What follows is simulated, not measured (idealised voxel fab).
process module | voxel ribs on slabs
cross-section cut | 190 nm wide | cells 5 nm
A cross-section is a grid of square cells, given in bands from the top down. A band is one or more rows of cells.
Each band's line starts with the height of the band's top and of its bottom, in nm. Then come its materials from left to right, each with its width in nm. One material with "throughout" fills the band from edge to edge. "air" is empty space.
Height 0 is the level under which the wafer as received is all one material. The lowest band goes on downwards, as in "0 down".
A width such as "30 to 40" changes by the same amount from each row of cells to the next, from the band's top row to its bottom row.
"no change" after a step means that no cell of the cross-section changed.
closed voids: empty space of 8 cells or more with no open way to the top, each as width x height at its distance from the left edge, in nm
after a step's settings: what the simulator itself notes on the step
overlay nm, on a step with a mask: how far to the right of its planned place the mask lay; to the left if negative
plan
1 op RECEIVE | material Si
2 op DIRECTIONAL_DEP | material SiO2 | thk nm 25
3 op DIRECTIONAL_DEP | material SiN | thk nm 25
4 op MASKED_ETCH | tone cover | mask id RIB | width nm 20 | etch materials SiN | depth nm 20 | overlay nm 0
5 op PATTERN | tone cover | mask id SLAB | material resist | width nm 60 | thk nm 20 | overlay nm 0
6 op DIRECTIONAL_ETCH | etch materials SiN | depth nm 5
7 op STRIP | etch materials resist
8 op FILL_DEP | material SiO2 | thk nm 15
9 op CMP | height nm 65
10 op DIRECTIONAL_DEP | material TiN | thk nm 5
11 op DIRECTIONAL_DEP | material aC | thk nm 10
12 op PATTERN | tone cover | mask id HEATER | material resist | width nm 30 | thk nm 25 | overlay nm 0
13 op DIRECTIONAL_ETCH | etch materials aC | depth nm 10
14 op STRIP | etch materials resist
15 op DIRECTIONAL_ETCH | etch materials TiN | depth nm 5
16 op STRIP | etch materials aC
17 op CONFORMAL_DEP | material SiO2 | thk nm 5
varied across the wafers: thk nm of step 2. The plan shows the first wafer's value. All wafers start alike
first wafer as received, after step 1
  0 down: Si throughout
  closed voids: none
each wafer at the end: cells of each material gained (+) or lost (-) since it was received, then its closed voids
thk nm 25 | +28 SiN | +506 SiO2 | +6 TiN | closed voids: none
thk nm 30 | +28 SiN | +506 SiO2 | +6 TiN | closed voids: none
thk nm 35 | +28 SiN | +506 SiO2 | +6 TiN | closed voids: none
thk nm 40 | +28 SiN | +506 SiO2 | +6 TiN | closed voids: none
thk nm 45 | +24 SiN | +510 SiO2 | +6 TiN | closed voids: none
